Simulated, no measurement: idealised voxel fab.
process module | voxel ribs on slabs
cross-section cut | 235 nm wide | cells 5 nm
A cross-section is a grid of square cells, given in bands from the top down. A band is one or more rows of cells.
Each band's line starts with the height of the band's top and of its bottom, in nm. Then come its materials from left to right, each with its width in nm. One material with "throughout" fills the band from edge to edge. "air" is empty space.
Height 0 is the level under which the wafer as received is all one material. The lowest band goes on downwards, as in "0 down".
A width such as "30 to 40" changes by the same amount from each row of cells to the next, from the band's top row to its bottom row.
"no change" after a step means that no cell of the cross-section changed.
closed voids: empty space of 8 cells or more with no open way to the top, each as width x height at its distance from the left edge, in nm
after a step's settings: what the simulator itself notes on the step
overlay nm, on a step with a mask: how far to the right of its planned place the mask lay; to the left if negative
plan
1 op RECEIVE | material Si
2 op DIRECTIONAL_DEP | material SiO2 | thk nm 25
3 op DIRECTIONAL_DEP | material polySi | thk nm 25
4 op DIRECTIONAL_DEP | material aC | thk nm 15
5 op PATTERN | tone cover | mask id RIB | material resist | width nm 30 | thk nm 35 | overlay nm 0
6 op DIRECTIONAL_ETCH | etch materials aC | depth nm 15
7 op STRIP | etch materials resist
8 op DIRECTIONAL_ETCH | etch materials polySi | depth nm 5
9 op STRIP | etch materials aC
10 op PATTERN | tone cover | mask id SLAB | material resist | width nm 90 | thk nm 20 | overlay nm 0
11 op DIRECTIONAL_ETCH | etch materials polySi | depth nm 20
12 op STRIP | etch materials resist
13 op FILL_DEP | material SiO2 | thk nm 30
14 op CMP | height nm 70
15 op DIRECTIONAL_DEP | material W | thk nm 10
16 op DIRECTIONAL_DEP | material aC | thk nm 10
17 op PATTERN | tone cover | mask id HEATER | material resist | width nm 40 | thk nm 25 | overlay nm 0
18 op DIRECTIONAL_ETCH | etch materials aC | depth nm 10
19 op STRIP | etch materials resist
20 op DIRECTIONAL_ETCH | etch materials W | depth nm 10
21 op STRIP | etch materials aC
22 op CONFORMAL_DEP | material SiO2 | thk nm 5
first wafer, as planned
as received, after step 1
  0 down: Si throughout
  closed voids: none
after step 2
  25 to 0: SiO2 throughout
  below 0: unchanged
after step 3
  50 to 25: polySi throughout
  below 25: unchanged
after step 4
  65 to 50: aC throughout
  below 50: unchanged
after step 5
  100 to 65: air 100 | resist 30 | air 105
  below 65: unchanged
after step 6
  85 to 65: air 100 | resist 30 | air 105
  65 to 50: air 100 | aC 30 | air 105
  below 50: unchanged
after step 7
  65 to 50: air 100 | aC 30 | air 105
  below 50: unchanged
after step 8
  65 to 50: air 100 | aC 30 | air 105
  50 to 45: air 100 | polySi 30 | air 105
  below 45: unchanged
after step 9
  50 to 45: air 100 | polySi 30 | air 105
  below 45: unchanged
after step 10
  70 to 50: air 70 | resist 90 | air 75
  50 to 45: air 70 | resist 30 | polySi 30 | resist 30 | air 75
  below 45: unchanged
after step 11
  70 to 50: air 70 | resist 90 | air 75
  50 to 45: air 70 | resist 30 | polySi 30 | resist 30 | air 75
  45 to 25: air 70 | polySi 90 | air 75
  below 25: unchanged
after step 12
  50 to 45: air 100 | polySi 30 | air 105
  below 45: unchanged
after step 13
  80 to 50: SiO2 throughout
  50 to 45: SiO2 100 | polySi 30 | SiO2 105
  45 to 25: SiO2 70 | polySi 90 | SiO2 75
  below 25: unchanged
after step 14
  70 to 50: SiO2 throughout
  below 50: unchanged
after step 15
  80 to 70: W throughout
  below 70: unchanged
after step 16
  90 to 80: aC throughout
  below 80: unchanged
after step 17
  115 to 90: air 95 | resist 40 | air 100
  below 90: unchanged
after step 18
  105 to 90: air 95 | resist 40 | air 100
  90 to 80: air 95 | aC 40 | air 100
  below 80: unchanged
after step 19
  90 to 80: air 95 | aC 40 | air 100
  below 80: unchanged
after step 20
  90 to 80: air 95 | aC 40 | air 100
  80 to 70: air 95 | W 40 | air 100
  below 70: unchanged
after step 21
  80 to 70: air 95 | W 40 | air 100
  below 70: unchanged
after step 22
  85 to 80: air 90 | SiO2 50 | air 95
  80 to 75: air 90 | SiO2 5 | W 40 | SiO2 5 | air 95
  75 to 70: SiO2 95 | W 40 | SiO2 100
  below 70: unchanged
second wafer: like start, like plan, one mistake. Through step 9 it matches the first wafer
when step 10 should have ended
  70 to 50: air 60 | resist 90 | air 85
  50 to 45: air 60 | resist 40 | polySi 30 | resist 20 | air 85
  below 45: unchanged
when step 11 should have ended
  70 to 50: air 60 | resist 90 | air 85
  50 to 45: air 60 | resist 40 | polySi 30 | resist 20 | air 85
  45 to 25: air 60 | polySi 90 | air 85
  below 25: unchanged
when step 12 should have ended
  50 to 45: air 100 | polySi 30 | air 105
  below 45: unchanged
when step 13 should have ended
  80 to 50: SiO2 throughout
  50 to 45: SiO2 100 | polySi 30 | SiO2 105
  45 to 25: SiO2 60 | polySi 90 | SiO2 85
  below 25: unchanged
when step 14 should have ended
  70 to 50: SiO2 throughout
  below 50: unchanged
when step 15 should have ended
  80 to 70: W throughout
  below 70: unchanged
when step 16 should have ended
  90 to 80: aC throughout
  below 80: unchanged
when step 17 should have ended
  115 to 90: air 95 | resist 40 | air 100
  below 90: unchanged
when step 18 should have ended
  105 to 90: air 95 | resist 40 | air 100
  90 to 80: air 95 | aC 40 | air 100
  below 80: unchanged
when step 19 should have ended
  90 to 80: air 95 | aC 40 | air 100
  below 80: unchanged
when step 20 should have ended
  90 to 80: air 95 | aC 40 | air 100
  80 to 70: air 95 | W 40 | air 100
  below 70: unchanged
when step 21 should have ended
  80 to 70: air 95 | W 40 | air 100
  below 70: unchanged
when step 22 should have ended
  85 to 80: air 90 | SiO2 50 | air 95
  80 to 75: air 90 | SiO2 5 | W 40 | SiO2 5 | air 95
  75 to 70: SiO2 95 | W 40 | SiO2 100
  below 70: unchanged
what went wrong: step 10 ran as: op PATTERN | tone cover | mask id SLAB | material resist | width nm 90 | thk nm 20 | overlay nm -10
at the end the second wafer has, in cells: as many of each material as the first, in other places
